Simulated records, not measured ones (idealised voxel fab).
A process module follows: voxel transistor to metal.
Square cells of 5 nm make up the cross-section cut, whose width is 155 nm.
We lay out every cross-section as a grid of square cells and spell it out in bands from the top down, where one band means one or more rows of cells. Band entry format. Leading values: height of top, height of bottom, nm. Remainder: materials in left-to-right order, each with its width in nm. Special words: "all across" on a single material, which then fills the band edge to edge; "empty", empty space. For the purposes of this specification, 0 denotes the height below which the wafer in its as-received condition is composed wholly of one material, and the lowermost band, lacking a lower limit, extends downward without end, as expressed in "from 0 down". The notation "30->40" denotes a width that varies across the rows of cells in the band, beginning at the first number in the top row, finishing at the second number in the bottom row, and changing by an identical amount from each row to the next. Step note "no change" = no cross-section cell changed. In "Enclosed void listing" the enclosed voids are listed, meaning empty spaces of 8 cells or larger without any opening to the top. The form is width x height at distance, distance from the left edge, units nm. Text after the settings on a step's line: the simulator's own remark on that step. "overlay nm", when on a step's line for a step with a mask, measures how far to the right of its planned place the mask lay; a negative measure means to the left.
## List of planned process steps
1) RECEIVE,material Si
2) OXIDIZE,depth nm 5
3) CONFORMAL_DEP,material SiN,thk nm 15
4) DIRECTIONAL_DEP,material aC,thk nm 15
5) PATTERN,tone cover,mask id ACTIVE,material resist,width nm 120,thk nm 30,overlay nm 0
6) DIRECTIONAL_ETCH,etch materials aC,depth nm 15
7) STRIP,etch materials resist
8) DIRECTIONAL_ETCH,etch materials SiN,depth nm 15
9) DIRECTIONAL_ETCH,etch materials SiO2,depth nm 5
10) DIRECTIONAL_ETCH,etch materials Si,depth nm 35
11) STRIP,etch materials aC
12) FILL_DEP,material SiO2,thk nm 15
13) CMP,height nm 15
14) SELECTIVE_ETCH,etch materials SiO2,depth nm 5
15) STRIP,etch materials SiN
16) SELECTIVE_ETCH,etch materials SiO2,depth nm 5
17) OXIDIZE,depth nm 5
18) DIRECTIONAL_DEP,material polySi,thk nm 20
19) DIRECTIONAL_DEP,material SiCN,thk nm 10
20) MASKED_ETCH,tone cover,mask id GATE,width nm 30,etch materials SiCN,depth nm 20,overlay nm 0
21) MASKED_ETCH,tone cover,mask id GATE,width nm 30,etch materials polySi,depth nm 30,overlay nm 0
22) CONFORMAL_DEP,material SiO2,thk nm 5
23) DIRECTIONAL_ETCH,etch materials SiO2,depth nm 5
24) CONFORMAL_DEP,material SiN,thk nm 10
25) DIRECTIONAL_ETCH,etch materials SiN,depth nm 10
26) DIRECTIONAL_ETCH,etch materials SiO2,depth nm 5
27) DIRECTIONAL_ETCH,etch materials Si,depth nm 15
28) EPI,material SiGe,thk nm 15
29) FILL_DEP,material SiO2,thk nm 10
30) CMP,height nm 15
31) STRIP,etch materials polySi
32) SELECTIVE_ETCH,etch materials SiO2,depth nm 5
33) CONFORMAL_DEP,material HfO2,thk nm 5
34) CONFORMAL_DEP,material TiN,thk nm 5
35) FILL_DEP,material W,thk nm 10
36) CMP,height nm 10
37) DIRECTIONAL_DEP,material SiO2,thk nm 15
38) DIRECTIONAL_DEP,material aC,thk nm 15
39) PATTERN,tone open,mask id CONTACT,material resist,width nm 20,pitch nm 80,thk nm 30,overlay nm 0
40) DIRECTIONAL_ETCH,etch materials aC,depth nm 15
41) STRIP,etch materials resist
42) DIRECTIONAL_ETCH,etch materials SiO2,depth nm 20
43) STRIP,etch materials aC
44) CONFORMAL_DEP,material TiN,thk nm 5
45) FILL_DEP,material W,thk nm 5
46) CMP,height nm 25
47) DIRECTIONAL_DEP,material TiN,thk nm 5
48) DIRECTIONAL_DEP,material W,thk nm 15
49) MASKED_ETCH,tone cover,mask id METAL_1,width nm 20,pitch nm 80,etch materials W,depth nm 15,overlay nm 0
50) MASKED_ETCH,tone cover,mask id METAL_1,width nm 20,pitch nm 80,etch materials TiN,depth nm 5,overlay nm -10
51) FILL_DEP,material SiO2,thk nm 5
52) CMP,height nm 45
53) CONFORMAL_DEP,material SiCN,thk nm 5
Heads up: all these wafers start the same, and what changes between them is the overlay nm in step 50. The value you see in the plan is just what the first wafer got.
## Sectional view: first of several wafers, as received, after step 1
- from 0 down | Si all across
- Enclosed void listing: none
## Heads up, this table goes wafer by wafer. A row tells you, at the end of the module, how many cells of each material that wafer has put on (+) or dropped (-) since it was received, and then its closed voids
overlay nm -10 | +14 HfO2 | -128 Si | +31 SiCN | +48 SiGe | +20 SiN | +239 SiO2 | +42 TiN | +44 W | Enclosed void listing: none
overlay nm -5 | +14 HfO2 | -128 Si | +31 SiCN | +48 SiGe | +20 SiN | +241 SiO2 | +40 TiN | +44 W | Enclosed void listing: none
overlay nm 0 | +14 HfO2 | -128 Si | +31 SiCN | +48 SiGe | +20 SiN | +243 SiO2 | +38 TiN | +44 W | Enclosed void listing: none
overlay nm 5 | +14 HfO2 | -128 Si | +31 SiCN | +48 SiGe | +20 SiN | +241 SiO2 | +40 TiN | +44 W | Enclosed void listing: none
overlay nm 10 | +14 HfO2 | -128 Si | +31 SiCN | +48 SiGe | +20 SiN | +239 SiO2 | +42 TiN | +44 W | Enclosed void listing: none
overlay nm 15 | +14 HfO2 | -128 Si | +31 SiCN | +48 SiGe | +20 SiN | +237 SiO2 | +44 TiN | +44 W | Enclosed void listing: none
